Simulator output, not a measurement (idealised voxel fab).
This is a process module. Its name is voxel gate over fins.
The cross-section on display is named cut; it measures 255 nm wide, and its cells are 5 nm squares.
Square cells in a grid make up a cross-section in this document, and the grid is given as bands, listed from the top down, each one or more rows of cells.
Quick guide to a band line: top height, bottom height (nm) up front; then every material left to right with its width in nm. Only one material and it's marked "edge to edge"? Then it fills the band edge to edge. And "empty" just means empty space.
Beneath 0, the wafer as received is one material, and that level is where height counting begins. The lowest band goes on downward without a bottom; it is written like "top 0, no bottom".
A two-number width, for instance "30..40", indicates that the width is equal to the first number in the top row of the band and to the second number in the bottom row, and that it changes by a constant amount per row of cells.
Given "nothing got changed" for a step, no cell of the cross-section differs between before and after that step.
Heads up: "Tabulated closed voids" only lists the empty pockets with no open path to the top that are 8 cells or more, and it writes them as width x height at distance, distance from the left edge, in nm.
Heads up: the bit after the settings on a step's line is the simulator's remark on that step.
overlay nm: how far to the right of its planned place the mask lay on this masked step (negative: to the left).

Set out below are the planned steps of the process
| 1 | RECEIVE | material Si |
| 2 | CONFORMAL_DEP | material SiN | thk nm 10 |
| 3 | MASKED_ETCH | tone cover | mask id FINS | width nm 15 | pitch nm 50 | etch materials SiN | depth nm 10 | overlay nm 0 |
| 4 | MASKED_ETCH | tone cover | mask id FINS | width nm 15 | pitch nm 50 | etch materials Si | depth nm 35 | overlay nm 0 |
| 5 | OXIDIZE | depth nm 5 |
| 6 | FILL_DEP | material SiO2 | thk nm 15 |
| 7 | CMP | height nm 10 |
| 8 | DIRECTIONAL_DEP | material aC | thk nm 10 |
| 9 | PATTERN | tone open | mask id RAIL | material resist | width nm 15 | thk nm 30 | overlay nm 0 |
| 10 | DIRECTIONAL_ETCH | etch materials aC | depth nm 10 |
| 11 | STRIP | etch materials resist |
| 12 | DIRECTIONAL_ETCH | etch materials SiO2 | depth nm 40 |
| 13 | STRIP | etch materials aC |
| 14 | CONFORMAL_DEP | material TiN | thk nm 5 |
| 15 | FILL_DEP | material W | thk nm 10 |
| 16 | CMP | height nm 10 |
| 17 | SELECTIVE_ETCH | etch materials W Ru TiN | depth nm 30 |
| 18 | FILL_DEP | material SiO2 | thk nm 5 |
| 19 | CMP | height nm 10 |
| 20 | SELECTIVE_ETCH | etch materials SiO2 | depth nm 20 |
| 21 | STRIP | etch materials SiN |
| 22 | CONFORMAL_DEP | material HfO2 | thk nm 5 |
| 23 | CONFORMAL_DEP | material TiN | thk nm 5 |
| 24 | CONFORMAL_DEP | material TiAl | thk nm 5 |
| 25 | CONFORMAL_DEP | material TiN | thk nm 5 |
| 26 | FILL_DEP | material W | thk nm 15 |
| 27 | CMP | height nm 30 |
| 28 | CONFORMAL_DEP | material SiN | thk nm 5 |

Shown in cross-section is the wafer as received, that is, as it stands after step 1
  top 0, no bottom | Si edge to edge
  Tabulated closed voids: none

Cross-section, end of module. Start: as above. Plan: as above. Execution: one mistake
  top 35, bottom 30 | SiN edge to edge
  top 30, bottom 20 | W edge to edge
  top 20, bottom 15 | W (80); TiN (45); W (5); TiN (45); W (80)
  top 15, bottom 10 | W (80); TiN (5); TiAl (35); TiN (5); W (5); TiN (5); TiAl (35); TiN (5); W (80)
  top 10, bottom 5 | TiN (85); TiAl (5); TiN (25); TiAl (5); TiN (15); TiAl (5); TiN (25); TiAl (5); TiN (85)
  top 5, bottom 0 | TiAl (90); TiN (5); HfO2 (15); TiN (5); TiAl (25); TiN (5); HfO2 (15); TiN (5); TiAl (90)
  top 0, bottom -5 | TiN (95); HfO2 (5); Si (5); HfO2 (5); TiN (35); HfO2 (5); Si (5); HfO2 (5); TiN (95)
  top -5, bottom -10 | HfO2 (100); Si (5); HfO2 (45); Si (5); HfO2 (100)
  top -10, bottom -20 | SiO2 (100); Si (5); SiO2 (45); Si (5); SiO2 (100)
  top -20, bottom -25 | W (90); TiN (5); SiO2 (5); Si (5); SiO2 (5); TiN (10); SiO2 (15); TiN (10); SiO2 (5); Si (5); SiO2 (5); TiN (5); W (90)
  top -25, bottom -30 | TiN (95); SiO2 (5); Si (5); SiO2 (5); TiN (10); SiO2 (15); TiN (10); SiO2 (5); Si (5); SiO2 (5); TiN (95)
  top -30, bottom -40 | SiO2 (100); Si (5); SiO2 (45); Si (5); SiO2 (100)
  top -40, no bottom | Si edge to edge
  Tabulated closed voids: none
Nonconformance to the process plan: step 9 off recipe, ran as PATTERN | tone cover | mask id RAIL | material resist | width nm 15 | thk nm 30 | overlay nm 0
